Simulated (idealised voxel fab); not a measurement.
The name of this process module is voxel gate over fins.
Cross-section cut spans 180 nm and uses square cells 5 nm in size.
For the purposes of this document, a cross-section shall be understood as a grid of square cells, specified as bands listed in top-to-bottom order, each band consisting of one or more rows of cells.
Read a band's entry like this: the first values are the height of its top and the height of its bottom in nm, and what follows is the sequence of materials from left to right, each with its width in nm. Note that "air" is empty space, and that a single material marked "all across" reaches across the band from edge to edge.
Beneath 0, the wafer as received is one material, and that level is where height counting begins. The lowest band goes on downward without a bottom; it is written like "0..down".
Quick explanation for "30..40": the width changes in equal steps down the rows of cells, from the first number in the band's top row to the second number in its bottom row.
It should be understood that the words "identical to before", when stated for a given step, signify that the cross-section underwent no change in any of its cells during that step.
In "Closed internal cavities" the enclosed voids are listed, meaning empty spaces of 8 cells or larger without any opening to the top. The form is width x height at distance, distance from the left edge, units nm.
after a step's settings: what the simulator itself notes on the step
overlay nm: right-of-plan distance of the mask on a masked step; negative values mean left-of-plan.
Process steps foreseen in the plan:
1,RECEIVE,material Si
2,CONFORMAL_DEP,material SiN,thk nm 10
3,PATTERN,tone cover,mask id FINS,material resist,width nm 15,pitch nm 35,thk nm 20,overlay nm 0
4,DIRECTIONAL_ETCH,etch materials SiN,depth nm 10
5,DIRECTIONAL_ETCH,etch materials Si,depth nm 35
6,STRIP,etch materials resist
7,OXIDIZE,depth nm 5
8,FILL_DEP,material SiO2,thk nm 5
9,CMP,height nm 10
10,SELECTIVE_ETCH,etch materials SiO2,depth nm 25
11,STRIP,etch materials SiN
12,CONFORMAL_DEP,material HfO2,thk nm 5
13,CONFORMAL_DEP,material TiN,thk nm 5
14,FILL_DEP,material W,thk nm 10
15,CMP,height nm 15
16,CONFORMAL_DEP,material SiN,thk nm 5
Delivered wafer in cross-section: state after step 1:
- 0..down | Si all across
- Closed internal cavities: none
First wafer at the end, as planned:
- 20..15 | SiN all across
- 15..10 | W all across
- 10..5 | W: 25 / TiN: 25 / W: 10 / TiN: 25 / W: 10 / TiN: 25 / W: 10 / TiN: 25 / W: 25
- 5..0 | W: 25 / TiN: 5 / HfO2: 15 / TiN: 5 / W: 10 / TiN: 5 / HfO2: 15 / TiN: 5 / W: 10 / TiN: 5 / HfO2: 15 / TiN: 5 / W: 10 / TiN: 5 / HfO2: 15 / TiN: 5 / W: 25
- 0..-5 | W: 25 / TiN: 5 / HfO2: 5 / Si: 5 / HfO2: 5 / TiN: 5 / W: 10 / TiN: 5 / HfO2: 5 / Si: 5 / HfO2: 5 / TiN: 5 / W: 10 / TiN: 5 / HfO2: 5 / Si: 5 / HfO2: 5 / TiN: 5 / W: 10 / TiN: 5 / HfO2: 5 / Si: 5 / HfO2: 5 / TiN: 5 / W: 25
- -5..-10 | TiN: 30 / HfO2: 5 / Si: 5 / HfO2: 5 / TiN: 20 / HfO2: 5 / Si: 5 / HfO2: 5 / TiN: 20 / HfO2: 5 / Si: 5 / HfO2: 5 / TiN: 20 / HfO2: 5 / Si: 5 / HfO2: 5 / TiN: 30
- -10..-15 | HfO2: 35 / Si: 5 / HfO2: 30 / Si: 5 / HfO2: 30 / Si: 5 / HfO2: 30 / Si: 5 / HfO2: 35
- -15..-40 | SiO2: 35 / Si: 5 / SiO2: 30 / Si: 5 / SiO2: 30 / Si: 5 / SiO2: 30 / Si: 5 / SiO2: 35
- -40..down | Si all across
- Closed internal cavities: none
Here's the second of our two wafers sectioned at module end. Same start as the first, same plan, but one mistake got made running it:
- 20..15 | SiN all across
- 15..10 | W all across
- 10..5 | W: 25 / TiN: 30 / W: 5 / TiN: 30 / W: 5 / TiN: 30 / W: 5 / TiN: 30 / W: 20
- 5..0 | W: 25 / TiN: 5 / HfO2: 20 / TiN: 5 / W: 5 / TiN: 5 / HfO2: 20 / TiN: 5 / W: 5 / TiN: 5 / HfO2: 20 / TiN: 5 / W: 5 / TiN: 5 / HfO2: 20 / TiN: 5 / W: 20
- 0..-5 | W: 25 / TiN: 5 / HfO2: 5 / Si: 10 / HfO2: 5 / TiN: 5 / W: 5 / TiN: 5 / HfO2: 5 / Si: 10 / HfO2: 5 / TiN: 5 / W: 5 / TiN: 5 / HfO2: 5 / Si: 10 / HfO2: 5 / TiN: 5 / W: 5 / TiN: 5 / HfO2: 5 / Si: 10 / HfO2: 5 / TiN: 5 / W: 20
- -5..-10 | TiN: 30 / HfO2: 5 / Si: 10 / HfO2: 5 / TiN: 15 / HfO2: 5 / Si: 10 / HfO2: 5 / TiN: 15 / HfO2: 5 / Si: 10 / HfO2: 5 / TiN: 15 / HfO2: 5 / Si: 10 / HfO2: 5 / TiN: 25
- -10..-15 | HfO2: 35 / Si: 10 / HfO2: 25 / Si: 10 / HfO2: 25 / Si: 10 / HfO2: 25 / Si: 10 / HfO2: 30
- -15..-40 | SiO2: 35 / Si: 10 / SiO2: 25 / Si: 10 / SiO2: 25 / Si: 10 / SiO2: 25 / Si: 10 / SiO2: 30
- -40..down | Si all across
- Closed internal cavities: none
Against the plan, the run slipped here: step 3 changed vs plan, executed as PATTERN,tone cover,mask id FINS,material resist,width nm 20,pitch nm 35,thk nm 20,overlay nm 0
It is noted that, at the conclusion of processing, the second wafer exhibits a higher or lower cell count for certain materials relative to the first: +32 Si; -20 SiO2; -12 W
